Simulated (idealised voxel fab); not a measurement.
process module | voxel wiring stack
cross-section cut | 270 nm wide | cells 5 nm
A cross-section is a grid of square cells, given in bands from the top down. A band is one or more rows of cells.
Each band's line starts with the height of the band's top and of its bottom, in nm. Then come its materials from left to right, each with its width in nm. One material with "throughout" fills the band from edge to edge. "air" is empty space.
Height 0 is the level under which the wafer as received is all one material. The lowest band goes on downwards, as in "0 down".
A width such as "30 to 40" changes by the same amount from each row of cells to the next, from the band's top row to its bottom row.
"no change" after a step means that no cell of the cross-section changed.
closed voids: empty space of 8 cells or more with no open way to the top, each as width x height at its distance from the left edge, in nm
after a step's settings: what the simulator itself notes on the step
overlay nm, on a step with a mask: how far to the right of its planned place the mask lay; to the left if negative
Each pair below shows a cross-section before one step and the cross-section after it, down to the lowest band that changed. The line under each pair gives the step between them, with its settings. The pairs can come from different runs of this module on the same starting wafer, so a pair continues from the pair above only where its "before" says so.
before
  0 down: Si throughout
  closed voids: none
after
  10 to 0: SiO2 throughout
  below 0: unchanged
  closed voids: none
the step between: op CONFORMAL_DEP | material SiO2 | thk nm 10
before: the cross-section after the pair above
after
  15 to 10: SiCN throughout
  below 10: unchanged
  closed voids: none
the step between: op CONFORMAL_DEP | material SiCN | thk nm 5
before: the cross-section after the pair above
after
  35 to 15: SiO2 throughout
  below 15: unchanged
  closed voids: none
the step between: op DIRECTIONAL_DEP | material SiO2 | thk nm 20
before: the cross-section after the pair above
after
  45 to 35: aC throughout
  below 35: unchanged
  closed voids: none
the step between: op DIRECTIONAL_DEP | material aC | thk nm 10
before: the cross-section after the pair above
after
  75 to 45: resist 100 | air 20 | resist 25 | air 20 | resist 105
  below 45: unchanged
  closed voids: none
the step between: op PATTERN | tone open | mask id METAL_1 | material resist | width nm 20 | pitch nm 45 | thk nm 30 | overlay nm 0
before: the cross-section after the pair above
after
  65 to 45: resist 100 | air 20 | resist 25 | air 20 | resist 105
  45 to 35: aC 100 | air 20 | aC 25 | air 20 | aC 105
  below 35: unchanged
  closed voids: none
the step between: op DIRECTIONAL_ETCH | etch materials aC | depth nm 10
before: the cross-section after the pair above
after
  45 to 35: aC 100 | air 20 | aC 25 | air 20 | aC 105
  below 35: unchanged
  closed voids: none
the step between: op STRIP | etch materials resist
before: the cross-section after the pair above
after
  45 to 35: aC 100 | air 20 | aC 25 | air 20 | aC 105
  35 to 15: SiO2 100 | air 20 | SiO2 25 | air 20 | SiO2 105
  below 15: unchanged
  closed voids: none
the step between: op DIRECTIONAL_ETCH | etch materials SiO2 | depth nm 20
before: the cross-section after the pair above
after
  45 to 35: aC 100 | air 20 | aC 25 | air 20 | aC 105
  35 to 15: SiO2 100 | air 20 | SiO2 25 | air 20 | SiO2 105
  15 to 10: SiCN 100 | air 20 | SiCN 25 | air 20 | SiCN 105
  below 10: unchanged
  closed voids: none
the step between: op DIRECTIONAL_ETCH | etch materials SiCN | depth nm 5
before: the cross-section after the pair above
after
  35 to 15: SiO2 100 | air 20 | SiO2 25 | air 20 | SiO2 105
  below 15: unchanged
  closed voids: none
the step between: op STRIP | etch materials aC
before: the cross-section after the pair above
after
  40 to 35: TiN 105 | air 10 | TiN 35 | air 10 | TiN 110
  35 to 15: SiO2 100 | TiN 5 | air 10 | TiN 5 | SiO2 25 | TiN 5 | air 10 | TiN 5 | SiO2 105
  15 to 10: SiCN 100 | TiN 20 | SiCN 25 | TiN 20 | SiCN 105
  below 10: unchanged
  closed voids: none
the step between: op CONFORMAL_DEP | material TiN | thk nm 5
before: the cross-section after the pair above
after
  50 to 40: Cu throughout
  40 to 35: TiN 105 | Cu 10 | TiN 35 | Cu 10 | TiN 110
  35 to 15: SiO2 100 | TiN 5 | Cu 10 | TiN 5 | SiO2 25 | TiN 5 | Cu 10 | TiN 5 | SiO2 105
  below 15: unchanged
  closed voids: none
the step between: op FILL_DEP | material Cu | thk nm 10
before: the cross-section after the pair above
after
  35 to 15: SiO2 100 | TiN 5 | Cu 10 | TiN 5 | SiO2 25 | TiN 5 | Cu 10 | TiN 5 | SiO2 105
  below 15: unchanged
  closed voids: none
the step between: op CMP | height nm 35
before: the cross-section after the pair above
after
  40 to 35: air 95 | Ru 30 | air 15 | Ru 30 | air 100
  below 35: unchanged
  closed voids: none
the step between: op EPI | material Ru | thk nm 5
before: the cross-section after the pair above
after
  45 to 40: SiCN throughout
  40 to 35: SiCN 95 | Ru 30 | SiCN 15 | Ru 30 | SiCN 100
  below 35: unchanged
  closed voids: none
the step between: op FILL_DEP | material SiCN | thk nm 5
before: the cross-section after the pair above
after
  65 to 45: SiO2 throughout
  below 45: unchanged
  closed voids: none
the step between: op DIRECTIONAL_DEP | material SiO2 | thk nm 20
before: the cross-section after the pair above
after
  80 to 65: resist 100 | air 15 | resist 155
  below 65: unchanged
  closed voids: none
the step between: op PATTERN | tone open | mask id PLUG_1 | material resist | width nm 15 | thk nm 15 | overlay nm 0
before: the cross-section after the pair above
after
  80 to 65: resist 100 | air 15 | resist 155
  65 to 45: SiO2 100 | air 15 | SiO2 155
  below 45: unchanged
  closed voids: none
the step between: op DIRECTIONAL_ETCH | etch materials SiO2 | depth nm 20
before: the cross-section after the pair above
after
  80 to 65: resist 100 | air 15 | resist 155
  65 to 45: SiO2 100 | air 15 | SiO2 155
  45 to 40: SiCN 100 | air 15 | SiCN 155
  below 40: unchanged
  closed voids: none
the step between: op DIRECTIONAL_ETCH | etch materials SiCN | depth nm 5
before: the cross-section after the pair above
after
  65 to 45: SiO2 100 | air 15 | SiO2 155
  below 45: unchanged
  closed voids: none
the step between: op STRIP | etch materials resist
before: the cross-section after the pair above
after
  70 to 65: TiN 105 | air 5 | TiN 160
  65 to 45: SiO2 100 | TiN 5 | air 5 | TiN 5 | SiO2 155
  45 to 40: SiCN 100 | TiN 15 | SiCN 155
  below 40: unchanged
  closed voids: none
the step between: op CONFORMAL_DEP | material TiN | thk nm 5
before: the cross-section after the pair above
after
  75 to 70: Ru throughout
  70 to 65: TiN 105 | Ru 5 | TiN 160
  65 to 45: SiO2 100 | TiN 5 | Ru 5 | TiN 5 | SiO2 155
  below 45: unchanged
  closed voids: none
the step between: op FILL_DEP | material Ru | thk nm 5
before: the cross-section after the pair above
after
  65 to 45: SiO2 100 | TiN 5 | Ru 5 | TiN 5 | SiO2 155
  below 45: unchanged
  closed voids: none
the step between: op CMP | height nm 65
before: the cross-section after the pair above
after
  70 to 65: TiN throughout
  below 65: unchanged
  closed voids: none
the step between: op DIRECTIONAL_DEP | material TiN | thk nm 5
before: the cross-section after the pair above
after
  95 to 70: Ru throughout
  below 70: unchanged
  closed voids: none
the step between: op DIRECTIONAL_DEP | material Ru | thk nm 25
before: the cross-section after the pair above
after
  95 to 70: air 100 | Ru 20 | air 25 | Ru 20 | air 105
  below 70: unchanged
  closed voids: none
the step between: op MASKED_ETCH | tone cover | mask id METAL_2 | width nm 20 | pitch nm 45 | etch materials Ru | depth nm 25 | overlay nm 0
before: the cross-section after the pair above
after
  95 to 70: air 100 | Ru 20 | air 25 | Ru 20 | air 105
  70 to 65: air 100 | TiN 20 | air 25 | TiN 20 | air 105
  below 65: unchanged
  closed voids: none
the step between: op MASKED_ETCH | tone cover | mask id METAL_2 | width nm 20 | pitch nm 45 | etch materials TiN | depth nm 5 | overlay nm 0
before: the cross-section after the pair above
after
  100 to 95: air 95 | SiN 30 | air 15 | SiN 30 | air 100
  95 to 70: air 95 | SiN 5 | Ru 20 | SiN 5 | air 15 | SiN 5 | Ru 20 | SiN 5 | air 100
  70 to 65: SiN 100 | TiN 20 | SiN 25 | TiN 20 | SiN 105
  below 65: unchanged
  closed voids: none
the step between: op CONFORMAL_DEP | material SiN | thk nm 5
before: the cross-section after the pair above
after
  105 to 100: lowk throughout
  100 to 95: lowk 95 | SiN 30 | lowk 15 | SiN 30 | lowk 100
  95 to 70: lowk 95 | SiN 5 | Ru 20 | SiN 5 | lowk 15 | SiN 5 | Ru 20 | SiN 5 | lowk 100
  below 70: unchanged
  closed voids: none
the step between: op FILL_DEP | material lowk | thk nm 5
before: the cross-section after the pair above
after
  95 to 70: lowk 95 | SiN 5 | Ru 20 | SiN 5 | lowk 15 | SiN 5 | Ru 20 | SiN 5 | lowk 100
  below 70: unchanged
  closed voids: none
the step between: op CMP | height nm 95
before: the cross-section after the pair above
after
  100 to 95: SiCN throughout
  below 95: unchanged
  closed voids: none
the step between: op CONFORMAL_DEP | material SiCN | thk nm 5
before: the cross-section after the pair above
after
  115 to 100: SiO2 throughout
  below 100: unchanged
  closed voids: none
the step between: op DIRECTIONAL_DEP | material SiO2 | thk nm 15
before: the cross-section after the pair above
after
  130 to 115: resist 100 | air 15 | resist 30 | air 15 | resist 110
  below 115: unchanged
  closed voids: none
the step between: op PATTERN | tone open | mask id PLUG_2 | material resist | width nm 15 | pitch nm 45 | thk nm 15 | overlay nm 0
before: the cross-section after the pair above
after
  130 to 115: resist 100 | air 15 | resist 30 | air 15 | resist 110
  115 to 100: SiO2 100 | air 15 | SiO2 30 | air 15 | SiO2 110
  below 100: unchanged
  closed voids: none
the step between: op DIRECTIONAL_ETCH | etch materials SiO2 | depth nm 15
before: the cross-section after the pair above
after
  130 to 115: resist 100 | air 15 | resist 30 | air 15 | resist 110
  115 to 100: SiO2 100 | air 15 | SiO2 30 | air 15 | SiO2 110
  100 to 95: SiCN 100 | air 15 | SiCN 30 | air 15 | SiCN 110
  below 95: unchanged
  closed voids: none
the step between: op DIRECTIONAL_ETCH | etch materials SiCN | depth nm 5
before: the cross-section after the pair above
after
  115 to 100: SiO2 100 | air 15 | SiO2 30 | air 15 | SiO2 110
  below 100: unchanged
  closed voids: none
the step between: op STRIP | etch materials resist
before: the cross-section after the pair above
after
  120 to 115: TiN 105 | air 5 | TiN 40 | air 5 | TiN 115
  115 to 100: SiO2 100 | TiN 5 | air 5 | TiN 5 | SiO2 30 | TiN 5 | air 5 | TiN 5 | SiO2 110
  100 to 95: SiCN 100 | TiN 15 | SiCN 30 | TiN 15 | SiCN 110
  below 95: unchanged
  closed voids: none
the step between: op CONFORMAL_DEP | material TiN | thk nm 5
before: the cross-section after the pair above
after
  130 to 120: Ru throughout
  120 to 115: TiN 105 | Ru 5 | TiN 40 | Ru 5 | TiN 115
  115 to 100: SiO2 100 | TiN 5 | Ru 5 | TiN 5 | SiO2 30 | TiN 5 | Ru 5 | TiN 5 | SiO2 110
  below 100: unchanged
  closed voids: none
the step between: op FILL_DEP | material Ru | thk nm 10
before: the cross-section after the pair above
after
  115 to 100: SiO2 100 | TiN 5 | Ru 5 | TiN 5 | SiO2 30 | TiN 5 | Ru 5 | TiN 5 | SiO2 110
  below 100: unchanged
  closed voids: none
the step between: op CMP | height nm 115
before: the cross-section after the pair above
after
  120 to 115: TiN throughout
  below 115: unchanged
  closed voids: none
the step between: op DIRECTIONAL_DEP | material TiN | thk nm 5
before: the cross-section after the pair above
after
  135 to 120: Ru throughout
  below 120: unchanged
  closed voids: none
the step between: op DIRECTIONAL_DEP | material Ru | thk nm 15
before: the cross-section after the pair above
after
  135 to 120: air 100 | Ru 20 | air 25 | Ru 20 | air 105
  below 120: unchanged
  closed voids: none
the step between: op MASKED_ETCH | tone cover | mask id METAL_3 | width nm 20 | pitch nm 45 | etch materials Ru | depth nm 15 | overlay nm 0
before: the cross-section after the pair above
after
  135 to 120: air 100 | Ru 20 | air 25 | Ru 20 | air 105
  120 to 115: air 100 | TiN 20 | air 25 | TiN 20 | air 105
  below 115: unchanged
  closed voids: none
the step between: op MASKED_ETCH | tone cover | mask id METAL_3 | width nm 20 | pitch nm 45 | etch materials TiN | depth nm 5 | overlay nm 0
before: the cross-section after the pair above
after
  140 to 135: air 95 | SiCN 30 | air 15 | SiCN 30 | air 100
  135 to 120: air 95 | SiCN 5 | Ru 20 | SiCN 5 | air 15 | SiCN 5 | Ru 20 | SiCN 5 | air 100
  120 to 115: SiCN 100 | TiN 20 | SiCN 25 | TiN 20 | SiCN 105
  below 115: unchanged
  closed voids: none
the step between: op CONFORMAL_DEP | material SiCN | thk nm 5
before: the cross-section after the pair above
after
  150 to 140: SiO2 throughout
  140 to 135: SiO2 95 | SiCN 30 | SiO2 15 | SiCN 30 | SiO2 100
  135 to 120: SiO2 95 | SiCN 5 | Ru 20 | SiCN 5 | SiO2 15 | SiCN 5 | Ru 20 | SiCN 5 | SiO2 100
  below 120: unchanged
  closed voids: none
the step between: op FILL_DEP | material SiO2 | thk nm 10
before: the cross-section after the pair above
after
  135 to 120: SiO2 95 | SiCN 5 | Ru 20 | SiCN 5 | SiO2 15 | SiCN 5 | Ru 20 | SiCN 5 | SiO2 100
  below 120: unchanged
  closed voids: none
the step between: op CMP | height nm 135
before: the cross-section after the pair above
after
  140 to 135: SiCN throughout
  below 135: unchanged
  closed voids: none
the step between: op CONFORMAL_DEP | material SiCN | thk nm 5
before
  40 to 35: air 95 | Ru 30 | air 15 | Ru 30 | air 100
  35 to 15: SiO2 100 | TiN 5 | Cu 10 | TiN 5 | SiO2 25 | TiN 5 | Cu 10 | TiN 5 | SiO2 105
  15 to 10: SiCN 100 | TiN 20 | SiCN 25 | TiN 20 | SiCN 105
  10 to 0: SiO2 throughout
  0 down: Si throughout
  closed voids: none
after
  60 to 55: air 95 | SiO2 30 | air 15 | SiO2 30 | air 100
  55 to 40: SiO2 throughout
  40 to 35: SiO2 95 | Ru 30 | SiO2 15 | Ru 30 | SiO2 100
  below 35: unchanged
  closed voids: none
the step between: op DIRECTIONAL_DEP | material SiO2 | thk nm 20
before: the cross-section after the pair above
after
  75 to 60: resist 100 | air 15 | resist 155
  60 to 55: resist 95 | SiO2 30 | resist 15 | SiO2 30 | resist 100
  below 55: unchanged
  closed voids: none
the step between: op PATTERN | tone open | mask id PLUG_1 | material resist | width nm 15 | thk nm 15 | overlay nm 0
before: the cross-section after the pair above
after
  75 to 60: resist 100 | air 15 | resist 155
  60 to 55: resist 95 | SiO2 5 | air 15 | SiO2 10 | resist 15 | SiO2 30 | resist 100
  55 to 40: SiO2 100 | air 15 | SiO2 155
  below 40: unchanged
  closed voids: none
the step between: op DIRECTIONAL_ETCH | etch materials SiO2 | depth nm 20
before: the cross-section after the pair above
after
  60 to 55: air 95 | SiO2 5 | air 15 | SiO2 10 | air 15 | SiO2 30 | air 100
  below 55: unchanged
  closed voids: none
the step between: op STRIP | etch materials resist
before: the cross-section after the pair above
after
  65 to 60: air 90 | TiN 15 | air 5 | TiN 20 | air 5 | TiN 40 | air 95
  60 to 55: TiN 95 | SiO2 5 | TiN 5 | air 5 | TiN 5 | SiO2 10 | TiN 15 | SiO2 30 | TiN 100
  55 to 45: SiO2 100 | TiN 5 | air 5 | TiN 5 | SiO2 155
  45 to 40: SiO2 100 | TiN 15 | SiO2 155
  below 40: unchanged
  closed voids: none
the step between: op CONFORMAL_DEP | material TiN | thk nm 5
before: the cross-section after the pair above
after
  70 to 65: Ru throughout
  65 to 60: Ru 90 | TiN 15 | Ru 5 | TiN 20 | Ru 5 | TiN 40 | Ru 95
  60 to 55: TiN 95 | SiO2 5 | TiN 5 | Ru 5 | TiN 5 | SiO2 10 | TiN 15 | SiO2 30 | TiN 100
  55 to 45: SiO2 100 | TiN 5 | Ru 5 | TiN 5 | SiO2 155
  below 45: unchanged
  closed voids: none
the step between: op FILL_DEP | material Ru | thk nm 5
before: the cross-section after the pair above
after
  65 to 60: Ru 90 | TiN 15 | Ru 5 | TiN 20 | Ru 5 | TiN 40 | Ru 95
  below 60: unchanged
  closed voids: none
the step between: op CMP | height nm 65
before: the cross-section after the pair above
after
  70 to 65: TiN throughout
  below 65: unchanged
  closed voids: none
the step between: op DIRECTIONAL_DEP | material TiN | thk nm 5
before: the cross-section after the pair above
after
  95 to 70: Ru throughout
  below 70: unchanged
  closed voids: none
the step between: op DIRECTIONAL_DEP | material Ru | thk nm 25
before: the cross-section after the pair above
after
  95 to 70: air 100 | Ru 20 | air 25 | Ru 20 | air 105
  below 70: unchanged
  closed voids: none
the step between: op MASKED_ETCH | tone cover | mask id METAL_2 | width nm 20 | pitch nm 45 | etch materials Ru | depth nm 25 | overlay nm 0
before: the cross-section after the pair above
after
  95 to 70: air 100 | Ru 20 | air 25 | Ru 20 | air 105
  70 to 65: air 100 | TiN 20 | air 25 | TiN 20 | air 105
  below 65: unchanged
  closed voids: none
the step between: op MASKED_ETCH | tone cover | mask id METAL_2 | width nm 20 | pitch nm 45 | etch materials TiN | depth nm 5 | overlay nm 0
before: the cross-section after the pair above
after
  100 to 95: air 95 | SiN 30 | air 15 | SiN 30 | air 100
  95 to 70: air 95 | SiN 5 | Ru 20 | SiN 5 | air 15 | SiN 5 | Ru 20 | SiN 5 | air 100
  70 to 65: SiN 100 | TiN 20 | SiN 25 | TiN 20 | SiN 105
  below 65: unchanged
  closed voids: none
the step between: op CONFORMAL_DEP | material SiN | thk nm 5
before: the cross-section after the pair above
after
  105 to 100: lowk throughout
  100 to 95: lowk 95 | SiN 30 | lowk 15 | SiN 30 | lowk 100
  95 to 70: lowk 95 | SiN 5 | Ru 20 | SiN 5 | lowk 15 | SiN 5 | Ru 20 | SiN 5 | lowk 100
  below 70: unchanged
  closed voids: none
the step between: op FILL_DEP | material lowk | thk nm 5
before: the cross-section after the pair above
after
  95 to 70: lowk 95 | SiN 5 | Ru 20 | SiN 5 | lowk 15 | SiN 5 | Ru 20 | SiN 5 | lowk 100
  below 70: unchanged
  closed voids: none
the step between: op CMP | height nm 95
before: the cross-section after the pair above
after
  100 to 95: SiCN throughout
  below 95: unchanged
  closed voids: none
the step between: op CONFORMAL_DEP | material SiCN | thk nm 5
before: the cross-section after the pair above
after
  115 to 100: SiO2 throughout
  below 100: unchanged
  closed voids: none
the step between: op DIRECTIONAL_DEP | material SiO2 | thk nm 15
before: the cross-section after the pair above
after
  130 to 115: resist 100 | air 15 | resist 30 | air 15 | resist 110
  below 115: unchanged
  closed voids: none
the step between: op PATTERN | tone open | mask id PLUG_2 | material resist | width nm 15 | pitch nm 45 | thk nm 15 | overlay nm 0
before: the cross-section after the pair above
after
  130 to 115: resist 100 | air 15 | resist 30 | air 15 | resist 110
  115 to 100: SiO2 100 | air 15 | SiO2 30 | air 15 | SiO2 110
  below 100: unchanged
  closed voids: none
the step between: op DIRECTIONAL_ETCH | etch materials SiO2 | depth nm 15
before: the cross-section after the pair above
after
  130 to 115: resist 100 | air 15 | resist 30 | air 15 | resist 110
  115 to 100: SiO2 100 | air 15 | SiO2 30 | air 15 | SiO2 110
  100 to 95: SiCN 100 | air 15 | SiCN 30 | air 15 | SiCN 110
  below 95: unchanged
  closed voids: none
the step between: op DIRECTIONAL_ETCH | etch materials SiCN | depth nm 5
before: the cross-section after the pair above
after
  115 to 100: SiO2 100 | air 15 | SiO2 30 | air 15 | SiO2 110
  below 100: unchanged
  closed voids: none
the step between: op STRIP | etch materials resist
before: the cross-section after the pair above
after
  120 to 115: TiN 105 | air 5 | TiN 40 | air 5 | TiN 115
  115 to 100: SiO2 100 | TiN 5 | air 5 | TiN 5 | SiO2 30 | TiN 5 | air 5 | TiN 5 | SiO2 110
  100 to 95: SiCN 100 | TiN 15 | SiCN 30 | TiN 15 | SiCN 110
  below 95: unchanged
  closed voids: none
the step between: op CONFORMAL_DEP | material TiN | thk nm 5
before: the cross-section after the pair above
after
  130 to 120: Ru throughout
  120 to 115: TiN 105 | Ru 5 | TiN 40 | Ru 5 | TiN 115
  115 to 100: SiO2 100 | TiN 5 | Ru 5 | TiN 5 | SiO2 30 | TiN 5 | Ru 5 | TiN 5 | SiO2 110
  below 100: unchanged
  closed voids: none
the step between: op FILL_DEP | material Ru | thk nm 10
before: the cross-section after the pair above
after
  115 to 100: SiO2 100 | TiN 5 | Ru 5 | TiN 5 | SiO2 30 | TiN 5 | Ru 5 | TiN 5 | SiO2 110
  below 100: unchanged
  closed voids: none
the step between: op CMP | height nm 115
before: the cross-section after the pair above
after
  120 to 115: TiN throughout
  below 115: unchanged
  closed voids: none
the step between: op DIRECTIONAL_DEP | material TiN | thk nm 5
before: the cross-section after the pair above
after
  135 to 120: Ru throughout
  below 120: unchanged
  closed voids: none
the step between: op DIRECTIONAL_DEP | material Ru | thk nm 15
before: the cross-section after the pair above
after
  135 to 120: air 100 | Ru 20 | air 25 | Ru 20 | air 105
  below 120: unchanged
  closed voids: none
the step between: op MASKED_ETCH | tone cover | mask id METAL_3 | width nm 20 | pitch nm 45 | etch materials Ru | depth nm 15 | overlay nm 0
before: the cross-section after the pair above
after
  135 to 120: air 100 | Ru 20 | air 25 | Ru 20 | air 105
  120 to 115: air 100 | TiN 20 | air 25 | TiN 20 | air 105
  below 115: unchanged
  closed voids: none
the step between: op MASKED_ETCH | tone cover | mask id METAL_3 | width nm 20 | pitch nm 45 | etch materials TiN | depth nm 5 | overlay nm 0
before: the cross-section after the pair above
after
  140 to 135: air 95 | SiCN 30 | air 15 | SiCN 30 | air 100
  135 to 120: air 95 | SiCN 5 | Ru 20 | SiCN 5 | air 15 | SiCN 5 | Ru 20 | SiCN 5 | air 100
  120 to 115: SiCN 100 | TiN 20 | SiCN 25 | TiN 20 | SiCN 105
  below 115: unchanged
  closed voids: none
the step between: op CONFORMAL_DEP | material SiCN | thk nm 5
before: the cross-section after the pair above
after
  150 to 140: SiO2 throughout
  140 to 135: SiO2 95 | SiCN 30 | SiO2 15 | SiCN 30 | SiO2 100
  135 to 120: SiO2 95 | SiCN 5 | Ru 20 | SiCN 5 | SiO2 15 | SiCN 5 | Ru 20 | SiCN 5 | SiO2 100
  below 120: unchanged
  closed voids: none
the step between: op FILL_DEP | material SiO2 | thk nm 10
before: the cross-section after the pair above
after
  135 to 120: SiO2 95 | SiCN 5 | Ru 20 | SiCN 5 | SiO2 15 | SiCN 5 | Ru 20 | SiCN 5 | SiO2 100
  below 120: unchanged
  closed voids: none
the step between: op CMP | height nm 135
before: the cross-section after the pair above
after
  140 to 135: SiCN throughout
  below 135: unchanged
  closed voids: none
the step between: op CONFORMAL_DEP | material SiCN | thk nm 5
before
  10 to 0: SiO2 throughout
  0 down: Si throughout
  closed voids: none
after
  30 to 0: SiO2 throughout
  below 0: unchanged
  closed voids: none
the step between: op DIRECTIONAL_DEP | material SiO2 | thk nm 20
before: the cross-section after the pair above
after
  35 to 30: SiCN throughout
  below 30: unchanged
  closed voids: none
the step between: op CONFORMAL_DEP | material SiCN | thk nm 5
before: the cross-section after the pair above
after
  45 to 35: aC throughout
  below 35: unchanged
  closed voids: none
the step between: op DIRECTIONAL_DEP | material aC | thk nm 10
before: the cross-section after the pair above
after
  75 to 45: resist 100 | air 20 | resist 25 | air 20 | resist 105
  below 45: unchanged
  closed voids: none
the step between: op PATTERN | tone open | mask id METAL_1 | material resist | width nm 20 | pitch nm 45 | thk nm 30 | overlay nm 0
before: the cross-section after the pair above
after
  65 to 45: resist 100 | air 20 | resist 25 | air 20 | resist 105
  45 to 35: aC 100 | air 20 | aC 25 | air 20 | aC 105
  below 35: unchanged
  closed voids: none
the step between: op DIRECTIONAL_ETCH | etch materials aC | depth nm 10
before: the cross-section after the pair above
after
  45 to 35: aC 100 | air 20 | aC 25 | air 20 | aC 105
  below 35: unchanged
  closed voids: none
the step between: op STRIP | etch materials resist
before: the cross-section after the pair above
after
  45 to 35: aC 100 | air 20 | aC 25 | air 20 | aC 105
  35 to 30: SiCN 100 | air 20 | SiCN 25 | air 20 | SiCN 105
  below 30: unchanged
  closed voids: none
the step between: op DIRECTIONAL_ETCH | etch materials SiCN | depth nm 5
before: the cross-section after the pair above
after
  35 to 30: SiCN 100 | air 20 | SiCN 25 | air 20 | SiCN 105
  below 30: unchanged
  closed voids: none
the step between: op STRIP | etch materials aC
before: the cross-section after the pair above
after
  40 to 35: TiN 105 | air 10 | TiN 35 | air 10 | TiN 110
  35 to 30: SiCN 100 | TiN 20 | SiCN 25 | TiN 20 | SiCN 105
  below 30: unchanged
  closed voids: none
the step between: op CONFORMAL_DEP | material TiN | thk nm 5
before: the cross-section after the pair above
after
  50 to 40: Cu throughout
  40 to 35: TiN 105 | Cu 10 | TiN 35 | Cu 10 | TiN 110
  below 35: unchanged
  closed voids: none
the step between: op FILL_DEP | material Cu | thk nm 10
before: the cross-section after the pair above
after
  35 to 30: SiCN 100 | TiN 20 | SiCN 25 | TiN 20 | SiCN 105
  below 30: unchanged
  closed voids: none
the step between: op CMP | height nm 35
before: the cross-section after the pair above
after
  40 to 35: air 95 | Ru 30 | air 15 | Ru 30 | air 100
  below 35: unchanged
  closed voids: none
the step between: op EPI | material Ru | thk nm 5
before: the cross-section after the pair above
after
  45 to 40: SiCN throughout
  40 to 35: SiCN 95 | Ru 30 | SiCN 15 | Ru 30 | SiCN 100
  below 35: unchanged
  closed voids: none
the step between: op FILL_DEP | material SiCN | thk nm 5
before: the cross-section after the pair above
after
  65 to 45: SiO2 throughout
  below 45: unchanged
  closed voids: none
the step between: op DIRECTIONAL_DEP | material SiO2 | thk nm 20
before: the cross-section after the pair above
after
  80 to 65: resist 100 | air 15 | resist 155
  below 65: unchanged
  closed voids: none
the step between: op PATTERN | tone open | mask id PLUG_1 | material resist | width nm 15 | thk nm 15 | overlay nm 0
before: the cross-section after the pair above
after
  80 to 65: resist 100 | air 15 | resist 155
  65 to 45: SiO2 100 | air 15 | SiO2 155
  below 45: unchanged
  closed voids: none
the step between: op DIRECTIONAL_ETCH | etch materials SiO2 | depth nm 20
before: the cross-section after the pair above
after
  80 to 65: resist 100 | air 15 | resist 155
  65 to 45: SiO2 100 | air 15 | SiO2 155
  45 to 40: SiCN 100 | air 15 | SiCN 155
  below 40: unchanged
  closed voids: none
the step between: op DIRECTIONAL_ETCH | etch materials SiCN | depth nm 5
before: the cross-section after the pair above
after
  65 to 45: SiO2 100 | air 15 | SiO2 155
  below 45: unchanged
  closed voids: none
the step between: op STRIP | etch materials resist
before: the cross-section after the pair above
after
  70 to 65: TiN 105 | air 5 | TiN 160
  65 to 45: SiO2 100 | TiN 5 | air 5 | TiN 5 | SiO2 155
  45 to 40: SiCN 100 | TiN 15 | SiCN 155
  below 40: unchanged
  closed voids: none
the step between: op CONFORMAL_DEP | material TiN | thk nm 5
before: the cross-section after the pair above
after
  75 to 70: Ru throughout
  70 to 65: TiN 105 | Ru 5 | TiN 160
  65 to 45: SiO2 100 | TiN 5 | Ru 5 | TiN 5 | SiO2 155
  below 45: unchanged
  closed voids: none
the step between: op FILL_DEP | material Ru | thk nm 5
before: the cross-section after the pair above
after
  65 to 45: SiO2 100 | TiN 5 | Ru 5 | TiN 5 | SiO2 155
  below 45: unchanged
  closed voids: none
the step between: op CMP | height nm 65
before: the cross-section after the pair above
after
  70 to 65: TiN throughout
  below 65: unchanged
  closed voids: none
the step between: op DIRECTIONAL_DEP | material TiN | thk nm 5
before: the cross-section after the pair above
after
  95 to 70: Ru throughout
  below 70: unchanged
  closed voids: none
the step between: op DIRECTIONAL_DEP | material Ru | thk nm 25
before: the cross-section after the pair above
after
  95 to 70: air 100 | Ru 20 | air 25 | Ru 20 | air 105
  below 70: unchanged
  closed voids: none
the step between: op MASKED_ETCH | tone cover | mask id METAL_2 | width nm 20 | pitch nm 45 | etch materials Ru | depth nm 25 | overlay nm 0
before: the cross-section after the pair above
after
  95 to 70: air 100 | Ru 20 | air 25 | Ru 20 | air 105
  70 to 65: air 100 | TiN 20 | air 25 | TiN 20 | air 105
  below 65: unchanged
  closed voids: none
the step between: op MASKED_ETCH | tone cover | mask id METAL_2 | width nm 20 | pitch nm 45 | etch materials TiN | depth nm 5 | overlay nm 0
before: the cross-section after the pair above
after
  100 to 95: air 95 | SiN 30 | air 15 | SiN 30 | air 100
  95 to 70: air 95 | SiN 5 | Ru 20 | SiN 5 | air 15 | SiN 5 | Ru 20 | SiN 5 | air 100
  70 to 65: SiN 100 | TiN 20 | SiN 25 | TiN 20 | SiN 105
  below 65: unchanged
  closed voids: none
the step between: op CONFORMAL_DEP | material SiN | thk nm 5
before: the cross-section after the pair above
after
  105 to 100: lowk throughout
  100 to 95: lowk 95 | SiN 30 | lowk 15 | SiN 30 | lowk 100
  95 to 70: lowk 95 | SiN 5 | Ru 20 | SiN 5 | lowk 15 | SiN 5 | Ru 20 | SiN 5 | lowk 100
  below 70: unchanged
  closed voids: none
the step between: op FILL_DEP | material lowk | thk nm 5
before: the cross-section after the pair above
after
  95 to 70: lowk 95 | SiN 5 | Ru 20 | SiN 5 | lowk 15 | SiN 5 | Ru 20 | SiN 5 | lowk 100
  below 70: unchanged
  closed voids: none
the step between: op CMP | height nm 95
before: the cross-section after the pair above
after
  100 to 95: SiCN throughout
  below 95: unchanged
  closed voids: none
the step between: op CONFORMAL_DEP | material SiCN | thk nm 5
before: the cross-section after the pair above
after
  115 to 100: SiO2 throughout
  below 100: unchanged
  closed voids: none
the step between: op DIRECTIONAL_DEP | material SiO2 | thk nm 15
before: the cross-section after the pair above
after
  130 to 115: resist 100 | air 15 | resist 30 | air 15 | resist 110
  below 115: unchanged
  closed voids: none
the step between: op PATTERN | tone open | mask id PLUG_2 | material resist | width nm 15 | pitch nm 45 | thk nm 15 | overlay nm 0
before: the cross-section after the pair above
after
  130 to 115: resist 100 | air 15 | resist 30 | air 15 | resist 110
  115 to 100: SiO2 100 | air 15 | SiO2 30 | air 15 | SiO2 110
  below 100: unchanged
  closed voids: none
the step between: op DIRECTIONAL_ETCH | etch materials SiO2 | depth nm 15
before: the cross-section after the pair above
after
  130 to 115: resist 100 | air 15 | resist 30 | air 15 | resist 110
  115 to 100: SiO2 100 | air 15 | SiO2 30 | air 15 | SiO2 110
  100 to 95: SiCN 100 | air 15 | SiCN 30 | air 15 | SiCN 110
  below 95: unchanged
  closed voids: none
the step between: op DIRECTIONAL_ETCH | etch materials SiCN | depth nm 5
before: the cross-section after the pair above
after
  115 to 100: SiO2 100 | air 15 | SiO2 30 | air 15 | SiO2 110
  below 100: unchanged
  closed voids: none
the step between: op STRIP | etch materials resist
before: the cross-section after the pair above
after
  120 to 115: TiN 105 | air 5 | TiN 40 | air 5 | TiN 115
  115 to 100: SiO2 100 | TiN 5 | air 5 | TiN 5 | SiO2 30 | TiN 5 | air 5 | TiN 5 | SiO2 110
  100 to 95: SiCN 100 | TiN 15 | SiCN 30 | TiN 15 | SiCN 110
  below 95: unchanged
  closed voids: none
the step between: op CONFORMAL_DEP | material TiN | thk nm 5
